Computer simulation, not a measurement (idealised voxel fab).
Process module heading - voxel lift off
Square cell edge 5 nm, section width 195 nm, ID cut.
The cross-sections in this document take the form of a grid made of square cells. They are written out as bands, in order from top to bottom. Each band consists of one or more rows of cells. The entry gives the band's vertical extent as a top height and a bottom height in nm, then its horizontal make-up as materials from left to right, each with a width in nm. "blank" stands for empty space; a single material marked "throughout" fills the band edge to edge. For the purposes of this specification, 0 denotes the height below which the wafer in its as-received condition is composed wholly of one material, and the lowermost band, lacking a lower limit, extends downward without end, as expressed in "0..down". The notation "30 to 40" denotes a width that varies across the rows of cells in the band, beginning at the first number in the top row, finishing at the second number in the bottom row, and changing by an identical amount from each row to the next. Step note "changes: none" = no cross-section cell changed. Listed in "Enclosed void listing": every empty space of 8 or more cells without an open way to the top. Form: width x height at distance, the distance being from the left edge, all in nm. That trailing text on a step's line, after the settings, is the simulator's own remark on the step. "overlay nm" answers the question of how far to the right of plan the mask lay on a step that has a mask, and when it is negative the answer is to the left.

The following list gives the planned process steps:
- 1: op RECEIVE | material Si
- 2: op CONFORMAL_DEP | material SiN | thk nm 5
- 3: op PATTERN | tone open | mask id LINES | material resist | width nm 30 | pitch nm 50 | thk nm 15 | overlay nm 0
- 4: op DIRECTIONAL_DEP | material Ru | thk nm 5
- 5: op STRIP | etch materials resist
- 6: op CONFORMAL_DEP | material SiO2 | thk nm 10

Concerning the first of two wafers, which was run in accordance with the plan:

Cross-section, incoming material, after step 1:
> 0..down  Si throughout
> Enclosed void listing: none

How the wafer stands in section after step 2:
> 5..0  SiN throughout
> Whatever lies below 0 is exactly as it was before.

How the wafer stands in section after step 3:
> 20..5  resist 30 / blank 30 / resist 20 / blank 30 / resist 20 / blank 30 / resist 35
> Whatever lies below 5 is exactly as it was before.

How the wafer stands in section after step 4:
> 25..20  Ru 30 / blank 30 / Ru 20 / blank 30 / Ru 20 / blank 30 / Ru 35
> 20..10  resist 30 / blank 30 / resist 20 / blank 30 / resist 20 / blank 30 / resist 35
> 10..5  resist 30 / Ru 30 / resist 20 / Ru 30 / resist 20 / Ru 30 / resist 35
> Whatever lies below 5 is exactly as it was before.

How the wafer stands in section after step 5:
> 10..5  blank 30 / Ru 30 / blank 20 / Ru 30 / blank 20 / Ru 30 / blank 35
> Whatever lies below 5 is exactly as it was before.

How the wafer stands in section after step 6:
> 20..15  blank 20 / SiO2 150 / blank 25
> 15..10  SiO2 throughout
> 10..5  SiO2 30 / Ru 30 / SiO2 20 / Ru 30 / SiO2 20 / Ru 30 / SiO2 35
> Whatever lies below 5 is exactly as it was before.

The second wafer began exactly as the first did and followed the same plan, but one mistake was made while running it; through step 2 inclusive, the two wafers are identical:

Second wafer at the planned finish of step 3, seen in cross-section:
> 20..5  blank 30 / resist 30 / blank 20 / resist 30 / blank 20 / resist 30 / blank 35
> Whatever lies below 5 is exactly as it was before.

Second wafer at the planned finish of step 4, seen in cross-section:
> 25..20  blank 30 / Ru 30 / blank 20 / Ru 30 / blank 20 / Ru 30 / blank 35
> 20..10  blank 30 / resist 30 / blank 20 / resist 30 / blank 20 / resist 30 / blank 35
> 10..5  Ru 30 / resist 30 / Ru 20 / resist 30 / Ru 20 / resist 30 / Ru 35
> Whatever lies below 5 is exactly as it was before.

Second wafer at the planned finish of step 5, seen in cross-section:
> 10..5  Ru 30 / blank 30 / Ru 20 / blank 30 / Ru 20 / blank 30 / Ru 35
> Whatever lies below 5 is exactly as it was before.

Second wafer at the planned finish of step 6, seen in cross-section:
> 20..15  SiO2 40 / blank 10 / SiO2 40 / blank 10 / SiO2 40 / blank 10 / SiO2 45
> 15..10  SiO2 throughout
> 10..5  Ru 30 / SiO2 30 / Ru 20 / SiO2 30 / Ru 20 / SiO2 30 / Ru 35
> Whatever lies below 5 is exactly as it was before.
It is concluded that the wafer was processed incorrectly with respect to the plan, in that step 3 ran differently from the plan; actual operation with settings: op PATTERN | tone cover | mask id LINES | material resist | width nm 30 | pitch nm 50 | thk nm 15 | overlay nm 0
The final cell counts differ between the wafers, with the second having more or fewer of some materials than the first: Ru: 3 more
